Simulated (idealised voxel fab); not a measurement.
Proc. module: voxel transistor to metal
FYI the section here is cut, 200 nm wide, cells are 5 nm squares.
Cross-section layout: square cells on a grid; listed as bands, top to bottom; a band spans one or more cell rows. Within each band entry, the heights of the top and of the bottom of the band appear first, in that order and in nm; the materials of the band then follow from left to right, each with its corresponding width in nm. The designation "edge to edge" on a single material indicates that it fills the band from edge to edge; the designation "empty" indicates empty space. Beneath 0, the wafer as received is one material, and that level is where height counting begins. The lowest band goes on downward without a bottom; it is written like "z 0 and below". Graded width ("30..40"): value in top row of band = first number; value in bottom row = second number; row-to-row change constant. It should be understood that the words "everything unchanged", when stated for a given step, signify that the cross-section underwent no change in any of its cells during that step. "Sealed internal voids" contains a list of empty spaces, each no smaller than 8 cells and without an open way to the top, written in the form width x height at distance with the distance from the left edge and all three in nm. Past the settings on a step's line: simulator remark, on that step. "overlay nm", when on a step's line for a step with a mask, measures how far to the right of its planned place the mask lay; a negative measure means to the left.

# This section lists the process steps that were planned
1,RECEIVE,material Si
2,CONFORMAL_DEP,material SiO2,thk nm 5
3,CONFORMAL_DEP,material SiN,thk nm 15
4,DIRECTIONAL_DEP,material aC,thk nm 15
5,PATTERN,tone cover,mask id ACTIVE,material resist,width nm 125,thk nm 35,overlay nm 0
6,DIRECTIONAL_ETCH,etch materials aC,depth nm 15
7,STRIP,etch materials resist
8,DIRECTIONAL_ETCH,etch materials SiN,depth nm 15
9,DIRECTIONAL_ETCH,etch materials SiO2,depth nm 5
10,DIRECTIONAL_ETCH,etch materials Si,depth nm 25
11,STRIP,etch materials aC
12,OXIDIZE,depth nm 5
13,FILL_DEP,material SiO2,thk nm 5
14,CMP,height nm 20
15,SELECTIVE_ETCH,etch materials SiO2,depth nm 5
16,STRIP,etch materials SiN
17,SELECTIVE_ETCH,etch materials SiO2,depth nm 5
18,OXIDIZE,depth nm 5
19,DIRECTIONAL_DEP,material polySi,thk nm 30
20,DIRECTIONAL_DEP,material SiCN,thk nm 15
21,PATTERN,tone cover,mask id GATE,material resist,width nm 25,thk nm 15,overlay nm 0
22,DIRECTIONAL_ETCH,etch materials SiCN,depth nm 25
23,DIRECTIONAL_ETCH,etch materials polySi,depth nm 40
24,STRIP,etch materials resist
25,CONFORMAL_DEP,material SiO2,thk nm 5
26,DIRECTIONAL_ETCH,etch materials SiO2,depth nm 5
27,CONFORMAL_DEP,material SiN,thk nm 5
28,DIRECTIONAL_ETCH,etch materials SiN,depth nm 5
29,DIRECTIONAL_ETCH,etch materials SiO2,depth nm 5
30,DIRECTIONAL_ETCH,etch materials Si,depth nm 15
31,EPI,material SiGe,thk nm 20
32,FILL_DEP,material SiO2,thk nm 10
33,CMP,height nm 45
34,DIRECTIONAL_DEP,material SiO2,thk nm 15
35,MASKED_ETCH,tone open,mask id CONTACT,width nm 20,pitch nm 85,etch materials SiO2,depth nm 60,overlay nm 0
36,CONFORMAL_DEP,material TiN,thk nm 5
37,FILL_DEP,material Ru,thk nm 10
38,CMP,height nm 60
39,CONFORMAL_DEP,material SiCN,thk nm 5
40,DIRECTIONAL_DEP,material SiO2,thk nm 25
41,DIRECTIONAL_DEP,material aC,thk nm 15
42,PATTERN,tone open,mask id METAL_1,material resist,width nm 20,pitch nm 85,thk nm 30,overlay nm 0
43,DIRECTIONAL_ETCH,etch materials aC,depth nm 15
44,STRIP,etch materials resist
45,DIRECTIONAL_ETCH,etch materials SiO2,depth nm 25
46,DIRECTIONAL_ETCH,etch materials SiCN,depth nm 5
47,STRIP,etch materials aC
48,CONFORMAL_DEP,material TiN,thk nm 5
49,FILL_DEP,material Ru,thk nm 10
50,CMP,height nm 90
51,CONFORMAL_DEP,material SiCN,thk nm 5

# Delivered wafer in cross-section: state after step 1
- z 0 and below | Si edge to edge
- Sealed internal voids: none

# Wafer at module end, in section. Began as above, planned as above, run with one mistake
- z 95 to 90 | SiCN edge to edge
- z 90 to 65 | 45 of SiO2, 5 of TiN, 10 of Ru, 5 of TiN, 65 of SiO2, 5 of TiN, 10 of Ru, 5 of TiN, 50 of SiO2
- z 65 to 60 | 45 of SiCN, 20 of TiN, 65 of SiCN, 20 of TiN, 50 of SiCN
- z 60 to 45 | 45 of SiO2, 5 of TiN, 10 of Ru, 5 of TiN, 65 of SiO2, 5 of TiN, 10 of Ru, 5 of TiN, 50 of SiO2
- z 45 to 40 | 45 of SiO2, 5 of TiN, 10 of Ru, 5 of TiN, 10 of SiO2, 5 of SiN, 5 of SiO2, 25 of SiCN, 5 of SiO2, 5 of SiN, 10 of SiO2, 5 of TiN, 10 of Ru, 5 of TiN, 50 of SiO2
- z 40 to 10 | 45 of SiO2, 5 of TiN, 10 of Ru, 5 of TiN, 10 of SiO2, 5 of SiN, 5 of SiO2, 25 of polySi, 5 of SiO2, 5 of SiN, 10 of SiO2, 5 of TiN, 10 of Ru, 5 of TiN, 50 of SiO2
- z 10 to 5 | 30 of SiO2, 5 of SiN, 10 of SiO2, 5 of TiN, 10 of Ru, 5 of TiN, 65 of SiO2, 5 of TiN, 10 of Ru, 5 of TiN, 10 of SiO2, 5 of SiN, 35 of SiO2
- z 5 to 0 | 30 of SiO2, 5 of SiN, 10 of SiO2, 20 of TiN, 65 of SiO2, 20 of TiN, 10 of SiO2, 5 of SiN, 35 of SiO2
- z 0 to -20 | 30 of SiGe, 135 of SiO2, 35 of SiGe
- z -20 to -30 | 30 of Si, 135 of SiO2, 35 of Si
- z -30 and below | Si edge to edge
- Sealed internal voids: none
Error vs. plan: not per plan at step 5, really ran PATTERN,tone open,mask id ACTIVE,material resist,width nm 125,thk nm 35,overlay nm 0
